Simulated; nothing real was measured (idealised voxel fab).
You're looking at the process module voxel spacer lines.
Shown is cross-section cut, with a width of 175 nm and square cells of size 5 nm.
Cross-section spec: square-cell grid; bands listed top down; each band is one or more rows.
Per band: top height and bottom height in nm, followed by the left-to-right materials and their widths in nm; "edge to edge" marks a single material spanning edge to edge, "air" marks empty space.
We count height from 0. Below that, the starting wafer is all one material. The lowest band never ends at the bottom but goes on down; see "z 0 and below" for how that is written.
Think of "30 to 40" as a width that walks from the first number to the second as you go down the band, top row to bottom row, taking equal-sized steps from row to row.
When a step is marked "everything unchanged", none of the cells in the cross-section changed during that step.
The entry "Closed void table" lists the empty spaces that cover at least 8 cells and have no open path to the top. Each is written as width x height at distance, where the distance is measured from the left edge and all three values are in nm.
Text after the settings on a step's line: the simulator's own remark on that step.
The line of a step may include "overlay nm". On a step with a mask, this value is how far to the right of its planned place the mask lay. A negative value means the mask lay to the left.
In what follows, pairs of cross-sections are presented, each taken before and after one process step, with the after cross-section shown only down to the lowest band that was altered; the step, together with its settings, is stated below the pair. The pairs may stem from different runs of this module on the same starting wafer; accordingly, a pair should be taken as continuing from the one above it solely where its entry headed "Pre-step profile" indicates as much.

PRE-STEP PROFILE
* z 0 and below: Si edge to edge
* Closed void table: none

POST-STEP CROSS-SECTION
* z 5 to 0: Al2O3 edge to edge
* Note: structure below 0 unchanged.
* Closed void table: none
Which step turns the before cross-section above into the after cross-section? CONFORMAL_DEP [material Al2O3] [thk nm 5]

Pre-step profile: carried over from the after image of the pair right above.

POST-STEP CROSS-SECTION
* z 20 to 5: W edge to edge
* Note: structure below 5 unchanged.
* Closed void table: none
Which step turns the before cross-section above into the after cross-section? DIRECTIONAL_DEP [material W] [thk nm 15]

Pre-step profile: carried over from the after image of the pair right above.

POST-STEP CROSS-SECTION
* z 50 to 20: aC edge to edge
* Note: structure below 20 unchanged.
* Closed void table: none
Which step turns the before cross-section above into the after cross-section? DIRECTIONAL_DEP [material aC] [thk nm 30]

Pre-step profile: carried over from the after image of the pair right above.

POST-STEP CROSS-SECTION
* z 85 to 50: 40 of air / 20 of resist / 50 of air / 20 of resist / 45 of air
* Note: structure below 50 unchanged.
* Closed void table: none
Which step turns the before cross-section above into the after cross-section? PATTERN [tone cover] [mask id MANDREL] [material resist] [width nm 20] [pitch nm 70] [thk nm 35] [overlay nm 0]

Pre-step profile: carried over from the after image of the pair right above.

POST-STEP CROSS-SECTION
* z 55 to 50: 40 of air / 20 of resist / 50 of air / 20 of resist / 45 of air
* z 50 to 20: 40 of air / 20 of aC / 50 of air / 20 of aC / 45 of air
* Note: structure below 20 unchanged.
* Closed void table: none
Which step turns the before cross-section above into the after cross-section? DIRECTIONAL_ETCH [etch materials aC] [depth nm 30]

Pre-step profile: carried over from the after image of the pair right above.

POST-STEP CROSS-SECTION
* z 50 to 20: 40 of air / 20 of aC / 50 of air / 20 of aC / 45 of air
* Note: structure below 20 unchanged.
* Closed void table: none
Which step turns the before cross-section above into the after cross-section? STRIP [etch materials resist]

Pre-step profile: carried over from the after image of the pair right above.

POST-STEP CROSS-SECTION
* z 65 to 50: 25 of air / 50 of SiN / 20 of air / 50 of SiN / 30 of air
* z 50 to 35: 25 of air / 15 of SiN / 20 of aC / 15 of SiN / 20 of air / 15 of SiN / 20 of aC / 15 of SiN / 30 of air
* z 35 to 20: 40 of SiN / 20 of aC / 50 of SiN / 20 of aC / 45 of SiN
* Note: structure below 20 unchanged.
* Closed void table: none
Which step turns the before cross-section above into the after cross-section? CONFORMAL_DEP [material SiN] [thk nm 15]

Pre-step profile: carried over from the after image of the pair right above.

POST-STEP CROSS-SECTION
* z 50 to 20: 25 of air / 15 of SiN / 20 of aC / 15 of SiN / 20 of air / 15 of SiN / 20 of aC / 15 of SiN / 30 of air
* Note: structure below 20 unchanged.
* Closed void table: none
Which step turns the before cross-section above into the after cross-section? DIRECTIONAL_ETCH [etch materials SiN] [depth nm 15]

Pre-step profile: carried over from the after image of the pair right above.

POST-STEP CROSS-SECTION
* z 50 to 20: 25 of air / 15 of SiN / 20 of air / 15 of SiN / 20 of air / 15 of SiN / 20 of air / 15 of SiN / 30 of air
* Note: structure below 20 unchanged.
* Closed void table: none
Which step turns the before cross-section above into the after cross-section? STRIP [etch materials aC]

Pre-step profile: carried over from the after image of the pair right above.

POST-STEP CROSS-SECTION
* z 50 to 20: 25 of air / 15 of SiN / 20 of air / 15 of SiN / 20 of air / 15 of SiN / 20 of air / 15 of SiN / 30 of air
* z 20 to 5: 25 of air / 15 of W / 20 of air / 15 of W / 20 of air / 15 of W / 20 of air / 15 of W / 30 of air
* Note: structure below 5 unchanged.
* Closed void table: none
Which step turns the before cross-section above into the after cross-section? DIRECTIONAL_ETCH [etch materials W] [depth nm 15]

Pre-step profile: carried over from the after image of the pair right above.

POST-STEP CROSS-SECTION
* z 20 to 5: 25 of air / 15 of W / 20 of air / 15 of W / 20 of air / 15 of W / 20 of air / 15 of W / 30 of air
* Note: structure below 5 unchanged.
* Closed void table: none
Which step turns the before cross-section above into the after cross-section? STRIP [etch materials SiN]

Pre-step profile: carried over from the after image of the pair right above.

POST-STEP CROSS-SECTION
* z 25 to 20: SiO2 edge to edge
* z 20 to 5: 25 of SiO2 / 15 of W / 20 of SiO2 / 15 of W / 20 of SiO2 / 15 of W / 20 of SiO2 / 15 of W / 30 of SiO2
* Note: structure below 5 unchanged.
* Closed void table: none
Which step turns the before cross-section above into the after cross-section? FILL_DEP [material SiO2] [thk nm 5]

Pre-step profile: carried over from the after image of the pair right above.

POST-STEP CROSS-SECTION
* z 20 to 5: 25 of SiO2 / 15 of W / 20 of SiO2 / 15 of W / 20 of SiO2 / 15 of W / 20 of SiO2 / 15 of W / 30 of SiO2
* Note: structure below 5 unchanged.
* Closed void table: none
Which step turns the before cross-section above into the after cross-section? CMP [height nm 20]

PRE-STEP PROFILE
* z 0 and below: Si edge to edge
* Closed void table: none

POST-STEP CROSS-SECTION
* z 15 to 0: W edge to edge
* Note: structure below 0 unchanged.
* Closed void table: none
Which step turns the before cross-section above into the after cross-section? DIRECTIONAL_DEP [material W] [thk nm 15]

Pre-step profile: carried over from the after image of the pair right above.

POST-STEP CROSS-SECTION
* z 45 to 15: aC edge to edge
* Note: structure below 15 unchanged.
* Closed void table: none
Which step turns the before cross-section above into the after cross-section? DIRECTIONAL_DEP [material aC] [thk nm 30]

Pre-step profile: carried over from the after image of the pair right above.

POST-STEP CROSS-SECTION
* z 80 to 45: 40 of air / 20 of resist / 50 of air / 20 of resist / 45 of air
* Note: structure below 45 unchanged.
* Closed void table: none
Which step turns the before cross-section above into the after cross-section? PATTERN [tone cover] [mask id MANDREL] [material resist] [width nm 20] [pitch nm 70] [thk nm 35] [overlay nm 0]

Pre-step profile: carried over from the after image of the pair right above.

POST-STEP CROSS-SECTION
* z 50 to 45: 40 of air / 20 of resist / 50 of air / 20 of resist / 45 of air
* z 45 to 15: 40 of air / 20 of aC / 50 of air / 20 of aC / 45 of air
* Note: structure below 15 unchanged.
* Closed void table: none
Which step turns the before cross-section above into the after cross-section? DIRECTIONAL_ETCH [etch materials aC] [depth nm 30]

Pre-step profile: carried over from the after image of the pair right above.

POST-STEP CROSS-SECTION
* z 45 to 15: 40 of air / 20 of aC / 50 of air / 20 of aC / 45 of air
* Note: structure below 15 unchanged.
* Closed void table: none
Which step turns the before cross-section above into the after cross-section? STRIP [etch materials resist]

Pre-step profile: carried over from the after image of the pair right above.

POST-STEP CROSS-SECTION
* z 60 to 45: 25 of air / 50 of SiN / 20 of air / 50 of SiN / 30 of air
* z 45 to 30: 25 of air / 15 of SiN / 20 of aC / 15 of SiN / 20 of air / 15 of SiN / 20 of aC / 15 of SiN / 30 of air
* z 30 to 15: 40 of SiN / 20 of aC / 50 of SiN / 20 of aC / 45 of SiN
* Note: structure below 15 unchanged.
* Closed void table: none
Which step turns the before cross-section above into the after cross-section? CONFORMAL_DEP [material SiN] [thk nm 15]

Pre-step profile: carried over from the after image of the pair right above.

POST-STEP CROSS-SECTION
* z 45 to 15: 25 of air / 15 of SiN / 20 of aC / 15 of SiN / 20 of air / 15 of SiN / 20 of aC / 15 of SiN / 30 of air
* Note: structure below 15 unchanged.
* Closed void table: none
Which step turns the before cross-section above into the after cross-section? DIRECTIONAL_ETCH [etch materials SiN] [depth nm 15]

Pre-step profile: carried over from the after image of the pair right above.

POST-STEP CROSS-SECTION
* z 45 to 15: 25 of air / 15 of SiN / 20 of air / 15 of SiN / 20 of air / 15 of SiN / 20 of air / 15 of SiN / 30 of air
* Note: structure below 15 unchanged.
* Closed void table: none
Which step turns the before cross-section above into the after cross-section? STRIP [etch materials aC]

Pre-step profile: carried over from the after image of the pair right above.

POST-STEP CROSS-SECTION
* z 45 to 15: 25 of air / 15 of SiN / 20 of air / 15 of SiN / 20 of air / 15 of SiN / 20 of air / 15 of SiN / 30 of air
* z 15 to 0: 25 of air / 15 of W / 20 of air / 15 of W / 20 of air / 15 of W / 20 of air / 15 of W / 30 of air
* Note: structure below 0 unchanged.
* Closed void table: none
Which step turns the before cross-section above into the after cross-section? DIRECTIONAL_ETCH [etch materials W] [depth nm 15]

Pre-step profile: carried over from the after image of the pair right above.

POST-STEP CROSS-SECTION
* z 15 to 0: 25 of air / 15 of W / 20 of air / 15 of W / 20 of air / 15 of W / 20 of air / 15 of W / 30 of air
* Note: structure below 0 unchanged.
* Closed void table: none
Which step turns the before cross-section above into the after cross-section? STRIP [etch materials SiN]

Pre-step profile: carried over from the after image of the pair right above.

POST-STEP CROSS-SECTION
* z 20 to 15: SiO2 edge to edge
* z 15 to 0: 25 of SiO2 / 15 of W / 20 of SiO2 / 15 of W / 20 of SiO2 / 15 of W / 20 of SiO2 / 15 of W / 30 of SiO2
* Note: structure below 0 unchanged.
* Closed void table: none
Which step turns the before cross-section above into the after cross-section? FILL_DEP [material SiO2] [thk nm 5]

PRE-STEP PROFILE
* z 50 to 20: 25 of air / 15 of SiN / 20 of aC / 15 of SiN / 20 of air / 15 of SiN / 20 of aC / 15 of SiN / 30 of air
* z 20 to 5: W edge to edge
* z 5 to 0: Al2O3 edge to edge
* z 0 and below: Si edge to edge
* Closed void table: none

POST-STEP CROSS-SECTION
* z 50 to 35: 40 of air / 20 of aC / 50 of air / 20 of aC / 45 of air
* Note: structure below 35 unchanged.
* Closed void table: none
Which step turns the before cross-section above into the after cross-section? DIRECTIONAL_ETCH [etch materials SiN] [depth nm 15]

Pre-step profile: carried over from the after image of the pair right above.

POST-STEP CROSS-SECTION
* z 35 to 20: 25 of air / 15 of SiN / 20 of air / 15 of SiN / 20 of air / 15 of SiN / 20 of air / 15 of SiN / 30 of air
* Note: structure below 20 unchanged.
* Closed void table: none
Which step turns the before cross-section above into the after cross-section? STRIP [etch materials aC]

Pre-step profile: carried over from the after image of the pair right above.

POST-STEP CROSS-SECTION
* z 35 to 20: 25 of air / 15 of SiN / 20 of air / 15 of SiN / 20 of air / 15 of SiN / 20 of air / 15 of SiN / 30 of air
* z 20 to 5: 25 of air / 15 of W / 20 of air / 15 of W / 20 of air / 15 of W / 20 of air / 15 of W / 30 of air
* Note: structure below 5 unchanged.
* Closed void table: none
Which step turns the before cross-section above into the after cross-section? DIRECTIONAL_ETCH [etch materials W] [depth nm 15]

Pre-step profile: carried over from the after image of the pair right above.

POST-STEP CROSS-SECTION
* z 20 to 5: 25 of air / 15 of W / 20 of air / 15 of W / 20 of air / 15 of W / 20 of air / 15 of W / 30 of air
* Note: structure below 5 unchanged.
* Closed void table: none
Which step turns the before cross-section above into the after cross-section? STRIP [etch materials SiN]

PRE-STEP PROFILE
* z 15 to 0: W edge to edge
* z 0 and below: Si edge to edge
* Closed void table: none

POST-STEP CROSS-SECTION
* z 20 to 15: Al2O3 edge to edge
* Note: structure below 15 unchanged.
* Closed void table: none
Which step turns the before cross-section above into the after cross-section? CONFORMAL_DEP [material Al2O3] [thk nm 5]

Pre-step profile: carried over from the after image of the pair right above.

POST-STEP CROSS-SECTION
* z 50 to 20: aC edge to edge
* Note: structure below 20 unchanged.
* Closed void table: none
Which step turns the before cross-section above into the after cross-section? DIRECTIONAL_DEP [material aC] [thk nm 30]

Pre-step profile: carried over from the after image of the pair right above.

POST-STEP CROSS-SECTION
* z 85 to 50: 40 of air / 20 of resist / 50 of air / 20 of resist / 45 of air
* Note: structure below 50 unchanged.
* Closed void table: none
Which step turns the before cross-section above into the after cross-section? PATTERN [tone cover] [mask id MANDREL] [material resist] [width nm 20] [pitch nm 70] [thk nm 35] [overlay nm 0]

Pre-step profile: carried over from the after image of the pair right above.

POST-STEP CROSS-SECTION
* z 55 to 50: 40 of air / 20 of resist / 50 of air / 20 of resist / 45 of air
* z 50 to 20: 40 of air / 20 of aC / 50 of air / 20 of aC / 45 of air
* Note: structure below 20 unchanged.
* Closed void table: none
Which step turns the before cross-section above into the after cross-section? DIRECTIONAL_ETCH [etch materials aC] [depth nm 30]

Pre-step profile: carried over from the after image of the pair right above.

POST-STEP CROSS-SECTION
* z 50 to 20: 40 of air / 20 of aC / 50 of air / 20 of aC / 45 of air
* Note: structure below 20 unchanged.
* Closed void table: none
Which step turns the before cross-section above into the after cross-section? STRIP [etch materials resist]

Pre-step profile: carried over from the after image of the pair right above.

POST-STEP CROSS-SECTION
* z 65 to 50: 25 of air / 50 of SiN / 20 of air / 50 of SiN / 30 of air
* z 50 to 35: 25 of air / 15 of SiN / 20 of aC / 15 of SiN / 20 of air / 15 of SiN / 20 of aC / 15 of SiN / 30 of air
* z 35 to 20: 40 of SiN / 20 of aC / 50 of SiN / 20 of aC / 45 of SiN
* Note: structure below 20 unchanged.
* Closed void table: none
Which step turns the before cross-section above into the after cross-section? CONFORMAL_DEP [material SiN] [thk nm 15]

Pre-step profile: carried over from the after image of the pair right above.

POST-STEP CROSS-SECTION
* z 50 to 20: 25 of air / 15 of SiN / 20 of aC / 15 of SiN / 20 of air / 15 of SiN / 20 of aC / 15 of SiN / 30 of air
* Note: structure below 20 unchanged.
* Closed void table: none
Which step turns the before cross-section above into the after cross-section? DIRECTIONAL_ETCH [etch materials SiN] [depth nm 15]

Pre-step profile: carried over from the after image of the pair right above.

POST-STEP CROSS-SECTION
* z 50 to 20: 25 of air / 15 of SiN / 20 of air / 15 of SiN / 20 of air / 15 of SiN / 20 of air / 15 of SiN / 30 of air
* Note: structure below 20 unchanged.
* Closed void table: none
Which step turns the before cross-section above into the after cross-section? STRIP [etch materials aC]

Pre-step profile: carried over from the after image of the pair right above.

POST-STEP CROSS-SECTION
* z 20 to 15: Al2O3 edge to edge
* Note: structure below 15 unchanged.
* Closed void table: none
Which step turns the before cross-section above into the after cross-section? STRIP [etch materials SiN]

Pre-step profile: carried over from the after image of the pair right above.

POST-STEP CROSS-SECTION
* z 25 to 20: SiO2 edge to edge
* Note: structure below 20 unchanged.
* Closed void table: none
Which step turns the before cross-section above into the after cross-section? FILL_DEP [material SiO2] [thk nm 5]

Pre-step profile: carried over from the after image of the pair right above.

POST-STEP CROSS-SECTION
* z 20 to 15: Al2O3 edge to edge
* Note: structure below 15 unchanged.
* Closed void table: none
Which step turns the before cross-section above into the after cross-section? CMP [height nm 20]

PRE-STEP PROFILE
* z 25 to 20: SiO2 edge to edge
* z 20 to 5: 25 of SiO2 / 15 of W / 20 of SiO2 / 15 of W / 20 of SiO2 / 15 of W / 20 of SiO2 / 15 of W / 30 of SiO2
* z 5 to 0: Al2O3 edge to edge
* z 0 and below: Si edge to edge
* Closed void table: none

POST-STEP CROSS-SECTION
* z 10 to 5: 25 of SiO2 / 15 of W / 20 of SiO2 / 15 of W / 20 of SiO2 / 15 of W / 20 of SiO2 / 15 of W / 30 of SiO2
* Note: structure below 5 unchanged.
* Closed void table: none
Which step turns the before cross-section above into the after cross-section? CMP [height nm 10]

PRE-STEP PROFILE
* z 50 to 20: aC edge to edge
* z 20 to 5: W edge to edge
* z 5 to 0: Al2O3 edge to edge
* z 0 and below: Si edge to edge
* Closed void table: none

POST-STEP CROSS-SECTION
* z 85 to 50: 40 of air / 25 of resist / 45 of air / 25 of resist / 40 of air
* Note: structure below 50 unchanged.
* Closed void table: none
Which step turns the before cross-section above into the after cross-section? PATTERN [tone cover] [mask id MANDREL] [material resist] [width nm 25] [pitch nm 70] [thk nm 35] [overlay nm 0]

Pre-step profile: carried over from the after image of the pair right above.

POST-STEP CROSS-SECTION
* z 55 to 50: 40 of air / 25 of resist / 45 of air / 25 of resist / 40 of air
* z 50 to 20: 40 of air / 25 of aC / 45 of air / 25 of aC / 40 of air
* Note: structure below 20 unchanged.
* Closed void table: none
Which step turns the before cross-section above into the after cross-section? DIRECTIONAL_ETCH [etch materials aC] [depth nm 30]

Pre-step profile: carried over from the after image of the pair right above.

POST-STEP CROSS-SECTION
* z 50 to 20: 40 of air / 25 of aC / 45 of air / 25 of aC / 40 of air
* Note: structure below 20 unchanged.
* Closed void table: none
Which step turns the before cross-section above into the after cross-section? STRIP [etch materials resist]

Pre-step profile: carried over from the after image of the pair right above.

POST-STEP CROSS-SECTION
* z 65 to 50: 25 of air / 55 of SiN / 15 of air / 55 of SiN / 25 of air
* z 50 to 35: 25 of air / 15 of SiN / 25 of aC / 15 of SiN / 15 of air / 15 of SiN / 25 of aC / 15 of SiN / 25 of air
* z 35 to 20: 40 of SiN / 25 of aC / 45 of SiN / 25 of aC / 40 of SiN
* Note: structure below 20 unchanged.
* Closed void table: none
Which step turns the before cross-section above into the after cross-section? CONFORMAL_DEP [material SiN] [thk nm 15]

Pre-step profile: carried over from the after image of the pair right above.

POST-STEP CROSS-SECTION
* z 50 to 20: 25 of air / 15 of SiN / 25 of aC / 15 of SiN / 15 of air / 15 of SiN / 25 of aC / 15 of SiN / 25 of air
* Note: structure below 20 unchanged.
* Closed void table: none
Which step turns the before cross-section above into the after cross-section? DIRECTIONAL_ETCH [etch materials SiN] [depth nm 15]

Pre-step profile: carried over from the after image of the pair right above.

POST-STEP CROSS-SECTION
* z 50 to 20: 25 of air / 15 of SiN / 25 of air / 15 of SiN / 15 of air / 15 of SiN / 25 of air / 15 of SiN / 25 of air
* Note: structure below 20 unchanged.
* Closed void table: none
Which step turns the before cross-section above into the after cross-section? STRIP [etch materials aC]

Pre-step profile: carried over from the after image of the pair right above.

POST-STEP CROSS-SECTION
* z 50 to 20: 25 of air / 15 of SiN / 25 of air / 15 of SiN / 15 of air / 15 of SiN / 25 of air / 15 of SiN / 25 of air
* z 20 to 5: 25 of air / 15 of W / 25 of air / 15 of W / 15 of air / 15 of W / 25 of air / 15 of W / 25 of air
* Note: structure below 5 unchanged.
* Closed void table: none
Which step turns the before cross-section above into the after cross-section? DIRECTIONAL_ETCH [etch materials W] [depth nm 15]

Pre-step profile: carried over from the after image of the pair right above.

POST-STEP CROSS-SECTION
* z 20 to 5: 25 of air / 15 of W / 25 of air / 15 of W / 15 of air / 15 of W / 25 of air / 15 of W / 25 of air
* Note: structure below 5 unchanged.
* Closed void table: none
Which step turns the before cross-section above into the after cross-section? STRIP [etch materials SiN]

Pre-step profile: carried over from the after image of the pair right above.

POST-STEP CROSS-SECTION
* z 25 to 20: SiO2 edge to edge
* z 20 to 5: 25 of SiO2 / 15 of W / 25 of SiO2 / 15 of W / 15 of SiO2 / 15 of W / 25 of SiO2 / 15 of W / 25 of SiO2
* Note: structure below 5 unchanged.
* Closed void table: none
Which step turns the before cross-section above into the after cross-section? FILL_DEP [material SiO2] [thk nm 5]

Pre-step profile: carried over from the after image of the pair right above.

POST-STEP CROSS-SECTION
* z 20 to 5: 25 of SiO2 / 15 of W / 25 of SiO2 / 15 of W / 15 of SiO2 / 15 of W / 25 of SiO2 / 15 of W / 25 of SiO2
* Note: structure below 5 unchanged.
* Closed void table: none
Which step turns the before cross-section above into the after cross-section? CMP [height nm 20]

PRE-STEP PROFILE
* z 50 to 20: aC edge to edge
* z 20 to 5: W edge to edge
* z 5 to 0: Al2O3 edge to edge
* z 0 and below: Si edge to edge
* Closed void table: none

POST-STEP CROSS-SECTION
* z 85 to 50: 45 of air / 20 of resist / 50 of air / 20 of resist / 40 of air
* Note: structure below 50 unchanged.
* Closed void table: none
Which step turns the before cross-section above into the after cross-section? PATTERN [tone cover] [mask id MANDREL] [material resist] [width nm 20] [pitch nm 70] [thk nm 35] [overlay nm 5]

Pre-step profile: carried over from the after image of the pair right above.

POST-STEP CROSS-SECTION
* z 55 to 50: 45 of air / 20 of resist / 50 of air / 20 of resist / 40 of air
* z 50 to 20: 45 of air / 20 of aC / 50 of air / 20 of aC / 40 of air
* Note: structure below 20 unchanged.
* Closed void table: none
Which step turns the before cross-section above into the after cross-section? DIRECTIONAL_ETCH [etch materials aC] [depth nm 30]

Pre-step profile: carried over from the after image of the pair right above.

POST-STEP CROSS-SECTION
* z 50 to 20: 45 of air / 20 of aC / 50 of air / 20 of aC / 40 of air
* Note: structure below 20 unchanged.
* Closed void table: none
Which step turns the before cross-section above into the after cross-section? STRIP [etch materials resist]

Pre-step profile: carried over from the after image of the pair right above.

POST-STEP CROSS-SECTION
* z 65 to 50: 30 of air / 50 of SiN / 20 of air / 50 of SiN / 25 of air
* z 50 to 35: 30 of air / 15 of SiN / 20 of aC / 15 of SiN / 20 of air / 15 of SiN / 20 of aC / 15 of SiN / 25 of air
* z 35 to 20: 45 of SiN / 20 of aC / 50 of SiN / 20 of aC / 40 of SiN
* Note: structure below 20 unchanged.
* Closed void table: none
Which step turns the before cross-section above into the after cross-section? CONFORMAL_DEP [material SiN] [thk nm 15]

Pre-step profile: carried over from the after image of the pair right above.

POST-STEP CROSS-SECTION
* z 50 to 20: 30 of air / 15 of SiN / 20 of aC / 15 of SiN / 20 of air / 15 of SiN / 20 of aC / 15 of SiN / 25 of air
* Note: structure below 20 unchanged.
* Closed void table: none
Which step turns the before cross-section above into the after cross-section? DIRECTIONAL_ETCH [etch materials SiN] [depth nm 15]

Pre-step profile: carried over from the after image of the pair right above.

POST-STEP CROSS-SECTION
* z 50 to 20: 30 of air / 15 of SiN / 20 of air / 15 of SiN / 20 of air / 15 of SiN / 20 of air / 15 of SiN / 25 of air
* Note: structure below 20 unchanged.
* Closed void table: none
Which step turns the before cross-section above into the after cross-section? STRIP [etch materials aC]

Pre-step profile: carried over from the after image of the pair right above.

POST-STEP CROSS-SECTION
* z 50 to 20: 30 of air / 15 of SiN / 20 of air / 15 of SiN / 20 of air / 15 of SiN / 20 of air / 15 of SiN / 25 of air
* z 20 to 5: 30 of air / 15 of W / 20 of air / 15 of W / 20 of air / 15 of W / 20 of air / 15 of W / 25 of air
* Note: structure below 5 unchanged.
* Closed void table: none
Which step turns the before cross-section above into the after cross-section? DIRECTIONAL_ETCH [etch materials W] [depth nm 15]

Pre-step profile: carried over from the after image of the pair right above.

POST-STEP CROSS-SECTION
* z 20 to 5: 30 of air / 15 of W / 20 of air / 15 of W / 20 of air / 15 of W / 20 of air / 15 of W / 25 of air
* Note: structure below 5 unchanged.
* Closed void table: none
Which step turns the before cross-section above into the after cross-section? STRIP [etch materials SiN]

Pre-step profile: carried over from the after image of the pair right above.

POST-STEP CROSS-SECTION
* z 25 to 20: SiO2 edge to edge
* z 20 to 5: 30 of SiO2 / 15 of W / 20 of SiO2 / 15 of W / 20 of SiO2 / 15 of W / 20 of SiO2 / 15 of W / 25 of SiO2
* Note: structure below 5 unchanged.
* Closed void table: none
Which step turns the before cross-section above into the after cross-section? FILL_DEP [material SiO2] [thk nm 5]

Pre-step profile: carried over from the after image of the pair right above.

POST-STEP CROSS-SECTION
* z 20 to 5: 30 of SiO2 / 15 of W / 20 of SiO2 / 15 of W / 20 of SiO2 / 15 of W / 20 of SiO2 / 15 of W / 25 of SiO2
* Note: structure below 5 unchanged.
* Closed void table: none
Which step turns the before cross-section above into the after cross-section? CMP [height nm 20]

PRE-STEP PROFILE
* z 20 to 5: 25 of air / 15 of W / 20 of air / 15 of W / 20 of air / 15 of W / 20 of air / 15 of W / 30 of air
* z 5 to 0: Al2O3 edge to edge
* z 0 and below: Si edge to edge
* Closed void table: none

POST-STEP CROSS-SECTION
* z 25 to 20: aC edge to edge
* z 20 to 5: 25 of aC / 15 of W / 20 of aC / 15 of W / 20 of aC / 15 of W / 20 of aC / 15 of W / 30 of aC
* Note: structure below 5 unchanged.
* Closed void table: none
Which step turns the before cross-section above into the after cross-section? FILL_DEP [material aC] [thk nm 5]

Pre-step profile: carried over from the after image of the pair right above.

POST-STEP CROSS-SECTION
* z 20 to 5: 25 of aC / 15 of W / 20 of aC / 15 of W / 20 of aC / 15 of W / 20 of aC / 15 of W / 30 of aC
* Note: structure below 5 unchanged.
* Closed void table: none
Which step turns the before cross-section above into the after cross-section? CMP [height nm 20]
